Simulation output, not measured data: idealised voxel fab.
Proc. module: voxel self aligned vias
In the cross-section labelled cut, the width is 165 nm and each square cell is 5 nm.
Cross-sections here: square-cell grids, written as top-down lists of bands, a band being one or more rows of cells. For a band, the entry starts with two heights in nm, that of the top and then that of the bottom, and carries on with the band's materials in order from left to right, each alongside its width in nm; the word "all across" beside a single material means it fills the band edge to edge, and "air" means empty space. A quick word on heights: they are counted from 0, and under that level the wafer as it came to us is one material throughout. The lowest band is different from the rest in having no bottom; it simply continues downward, written as in "0 -> down". Read "30 to 40" as a graded width: first number on top, second number at the bottom, same change between each pair of neighbouring rows. A step reported as "left unchanged" is a step in which no cell of the cross-section changed. Empty spaces without an open route to the top, at least 8 cells in extent, make up the entry "Enclosed internal cavities"; each is given as width x height at distance, where the distance is measured from the left edge, and all are in nm. Note: text after step settings on the step line = simulator remark on that step. "overlay nm" answers the question of how far to the right of plan the mask lay on a step that has a mask, and when it is negative the answer is to the left.
The process steps that were planned are listed below
- 1: RECEIVE | material Si
- 2: CONFORMAL_DEP | material SiO2 | thk nm 15
- 3: CONFORMAL_DEP | material SiCN | thk nm 5
- 4: DIRECTIONAL_DEP | material SiO2 | thk nm 30
- 5: PATTERN | tone open | mask id LINES | material resist | width nm 25 | pitch nm 75 | thk nm 20 | overlay nm 0
- 6: DIRECTIONAL_ETCH | etch materials SiO2 | depth nm 30
- 7: STRIP | etch materials resist
- 8: CONFORMAL_DEP | material TiN | thk nm 5
- 9: FILL_DEP | material Ru | thk nm 5
- 10: CMP | height nm 50
- 11: SELECTIVE_ETCH | etch materials W Ru TiN | depth nm 5
- 12: FILL_DEP | material SiN | thk nm 5
- 13: CMP | height nm 40
- 14: DIRECTIONAL_DEP | material SiO2 | thk nm 20
- 15: PATTERN | tone open | mask id VIAS | material resist | width nm 45 | pitch nm 75 | thk nm 20 | overlay nm 0
- 16: DIRECTIONAL_ETCH | etch materials SiO2 | depth nm 20
- 17: DIRECTIONAL_ETCH | etch materials SiN | depth nm 5
- 18: STRIP | etch materials resist
- 19: CONFORMAL_DEP | material TiN | thk nm 5
- 20: FILL_DEP | material Cu | thk nm 10
- 21: CMP | height nm 70
- 22: CONFORMAL_DEP | material SiN | thk nm 5
The wafers in this document start out alike and differ in the height nm applied at step 13; the plan shows the value used for the first wafer.
Cross-section of the first incoming wafer of several, state after step 1
* 0 -> down: Si all across
* Enclosed internal cavities: none
Every row in this table is a wafer at the end of the module, and it gives, for each of the materials, the cells that wafer has gained (+) or lost (-) since it was received, then its closed voids
height nm 40 | +89 Cu | +18 Ru | +33 SiCN | +33 SiN | +251 SiO2 | +71 TiN | Enclosed internal cavities: none
height nm 45 | +56 Cu | +24 Ru | +33 SiCN | +33 SiN | +274 SiO2 | +75 TiN | Enclosed internal cavities: none
height nm 50 | +48 Cu | +24 Ru | +33 SiCN | +33 SiN | +297 SiO2 | +60 TiN | Enclosed internal cavities: none
height nm 55 | +42 Cu | +24 Ru | +33 SiCN | +58 SiN | +282 SiO2 | +56 TiN | Enclosed internal cavities: none
